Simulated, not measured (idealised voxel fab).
Process module in this document: voxel wiring stack
For reference, the cross-section in this document is cut, with width 195 nm and square cells of 5 nm.
A cross-section is a grid of square cells, given in bands from the top down. A band is one or more rows of cells. What a band's entry tells you: where the top is and where the bottom is, as heights in nm, and after that what lies inside, material by material from left to right, each with its width in nm. Empty space is written as the word "air", and a single material marked with the word "full width" occupies the band from edge to edge. Where do heights start? At 0: under that level the wafer as delivered is made of one material only. And the lowest band has no floor; it just carries on downward, as in "0..down". The width entry "30 to 40" should be interpreted row by row: the top row of cells in the band takes the first number, the bottom row takes the second number, and the change between adjacent rows is uniform throughout. Reading "changes: none" for a step: not a cell of the cross-section changed in it. "Voids, enclosed" means: voids of 8 cells or more that are shut off from the top with no open way through. Written width x height at distance, distance from the left edge, in nm. The remark found on a step's line after its settings is issued by the simulator itself and pertains to that step. If you see "overlay nm" on a step's line and that step has a mask, it's telling you how far right of where it was planned the mask ended up; a negative number means it went left instead.
### Planned step list for the process
1 RECEIVE [material Si]
2 CONFORMAL_DEP [material SiO2] [thk nm 15]
3 CONFORMAL_DEP [material SiN] [thk nm 5]
4 DIRECTIONAL_DEP [material lowk] [thk nm 25]
5 PATTERN [tone open] [mask id METAL_1] [material resist] [width nm 25] [pitch nm 45] [thk nm 20] [overlay nm 0]
6 DIRECTIONAL_ETCH [etch materials lowk] [depth nm 25]
7 DIRECTIONAL_ETCH [etch materials SiN] [depth nm 5]
8 STRIP [etch materials resist]
9 CONFORMAL_DEP [material TiN] [thk nm 5]
10 FILL_DEP [material Cu] [thk nm 5]
11 CMP [height nm 45]
12 CONFORMAL_DEP [material SiCN] [thk nm 5]
13 DIRECTIONAL_DEP [material SiO2] [thk nm 10]
14 MASKED_ETCH [tone open] [mask id PLUG_1] [width nm 15] [pitch nm 90] [etch materials SiO2] [depth nm 10] [overlay nm 0]
15 MASKED_ETCH [tone open] [mask id PLUG_1] [width nm 15] [pitch nm 90] [etch materials SiCN] [depth nm 5] [overlay nm 0]
16 EPI [material Ru] [thk nm 10]
17 EPI [material Ru] [thk nm 5]
18 CONFORMAL_DEP [material SiN] [thk nm 5]
19 DIRECTIONAL_DEP [material lowk] [thk nm 15]
20 PATTERN [tone open] [mask id METAL_2] [material resist] [width nm 25] [pitch nm 45] [thk nm 15] [overlay nm 0]
21 DIRECTIONAL_ETCH [etch materials lowk] [depth nm 15]
22 DIRECTIONAL_ETCH [etch materials SiN] [depth nm 5]
23 STRIP [etch materials resist]
24 CONFORMAL_DEP [material TiN] [thk nm 5]
25 FILL_DEP [material Cu] [thk nm 5]
26 CMP [height nm 80]
27 CONFORMAL_DEP [material SiCN] [thk nm 5]
### Cross-section of the wafer as it came to us, i.e., already through step 1
- 0..down: Si full width
- Voids, enclosed: none
### Cross-section at module end, one run error; start and plan unchanged from above
- 85..80: SiCN full width
- 80..75: Cu 5 nm; TiN 5 nm; lowk 5 nm; TiN 5 nm; Cu 75 nm; TiN 5 nm; lowk 5 nm; TiN 5 nm; Cu 85 nm
- 75..70: TiN 10 nm; lowk 5 nm; TiN 5 nm; Cu 15 nm; TiN 30 nm; Cu 15 nm; TiN 20 nm; lowk 5 nm; TiN 5 nm; Cu 15 nm; TiN 30 nm; Cu 15 nm; TiN 25 nm
- 70..65: lowk 15 nm; TiN 5 nm; Cu 15 nm; TiN 5 nm; lowk 20 nm; TiN 5 nm; Cu 15 nm; TiN 5 nm; lowk 20 nm; TiN 5 nm; Cu 15 nm; TiN 5 nm; lowk 20 nm; TiN 5 nm; Cu 15 nm; TiN 5 nm; lowk 20 nm
- 65..60: lowk 10 nm; SiN 5 nm; TiN 25 nm; lowk 20 nm; TiN 5 nm; Cu 15 nm; TiN 5 nm; lowk 15 nm; SiN 5 nm; TiN 25 nm; lowk 20 nm; TiN 5 nm; Cu 15 nm; TiN 5 nm; lowk 20 nm
- 60..55: lowk 10 nm; SiN 5 nm; SiO2 15 nm; SiN 5 nm; TiN 5 nm; lowk 20 nm; TiN 5 nm; Cu 15 nm; TiN 5 nm; lowk 15 nm; SiN 5 nm; SiO2 15 nm; SiN 5 nm; TiN 5 nm; lowk 20 nm; TiN 5 nm; Cu 15 nm; TiN 5 nm; lowk 20 nm
- 55..50: SiN 15 nm; SiO2 15 nm; SiN 5 nm; TiN 5 nm; SiN 20 nm; TiN 25 nm; SiN 20 nm; SiO2 15 nm; SiN 5 nm; TiN 5 nm; SiN 20 nm; TiN 25 nm; SiN 20 nm
- 50..45: SiCN full width
- 45..20: lowk 15 nm; TiN 5 nm; Cu 15 nm; TiN 5 nm; lowk 20 nm; TiN 5 nm; Cu 15 nm; TiN 5 nm; lowk 20 nm; TiN 5 nm; Cu 15 nm; TiN 5 nm; lowk 20 nm; TiN 5 nm; Cu 15 nm; TiN 5 nm; lowk 20 nm
- 20..15: SiN 15 nm; TiN 25 nm; SiN 20 nm; TiN 25 nm; SiN 20 nm; TiN 25 nm; SiN 20 nm; TiN 25 nm; SiN 20 nm
- 15..0: SiO2 full width
- 0..down: Si full width
- Voids, enclosed: none
It is concluded that the wafer was processed incorrectly with respect to the plan, in that not per plan at step 14, really ran MASKED_ETCH [tone cover] [mask id PLUG_1] [width nm 15] [pitch nm 90] [etch materials SiO2] [depth nm 10] [overlay nm 0]
